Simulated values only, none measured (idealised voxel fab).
Documented hereafter: the process module known as voxel local oxidation.
cross-section cut | 275 nm wide | cells 5 nm
Notation: cross-section as square-cell grid; stated in bands, top first, going down; one or more cell rows per band. It is stipulated that each band's entry specify, in nanometres, the height of the top of the band and then that of its bottom, followed by the materials of the band in left-to-right sequence, each together with its width in nanometres. A single material marked by the word "full width" is understood to fill the band from edge to edge; the word "air" is understood to denote empty space. Heads up on the height convention: 0 is the point under which the incoming wafer is all one material, and the lowest band has no bottom, it just keeps going down, like "0 down". Think of "30->40" as a width that walks from the first number to the second as you go down the band, top row to bottom row, taking equal-sized steps from row to row. When a step is marked "no change", none of the cells in the cross-section changed during that step. Look at "Closed internal voids" for the closed voids: empty spaces with no open path to the top, sized 8 cells or up. Each is width x height at distance, distance from the left edge, all nm. It should be noted that, on the line of a given step, the content following the step's settings is a remark produced by the simulator itself with respect to that step. overlay nm: mask right of planned place by this much (step with mask). Neg. = left.

[Here's what the planned process steps look like]
1) RECEIVE: material Si
2) OXIDIZE: depth nm 5
3) CONFORMAL_DEP: material SiN, thk nm 15
4) PATTERN: tone cover, mask id ACTIVE, material resist, width nm 130, thk nm 15, overlay nm -15
5) DIRECTIONAL_ETCH: etch materials SiN, depth nm 15
6) STRIP: etch materials resist
7) SELECTIVE_ETCH: etch materials SiO2, depth nm 5
8) OXIDIZE: depth nm 15
9) STRIP: etch materials SiN
All wafers enter the flow in the same state. The overlay nm at step 4 differs from wafer to wafer, and the plan gives the value for the first wafer.

[As-received state after step 1, first of several wafers, cross-section]
    0 down = Si full width
    Closed internal voids: none

[Here is how to read the rows: every wafer has a row, and it shows the wafer at the end of the module, giving for each material how many cells were gained (+) or lost (-) since the wafer was received, then listing its closed voids]
overlay nm -15, -166 Si, +135 SiO2, Closed internal voids: none
overlay nm -10, -166 Si, +135 SiO2, Closed internal voids: none
overlay nm -5, -166 Si, +135 SiO2, Closed internal voids: none
overlay nm 0, -166 Si, +135 SiO2, Closed internal voids: none
overlay nm 5, -166 Si, +135 SiO2, Closed internal voids: none
overlay nm 10, -166 Si, +135 SiO2, Closed internal voids: none
overlay nm 15, -166 Si, +135 SiO2, Closed internal voids: none
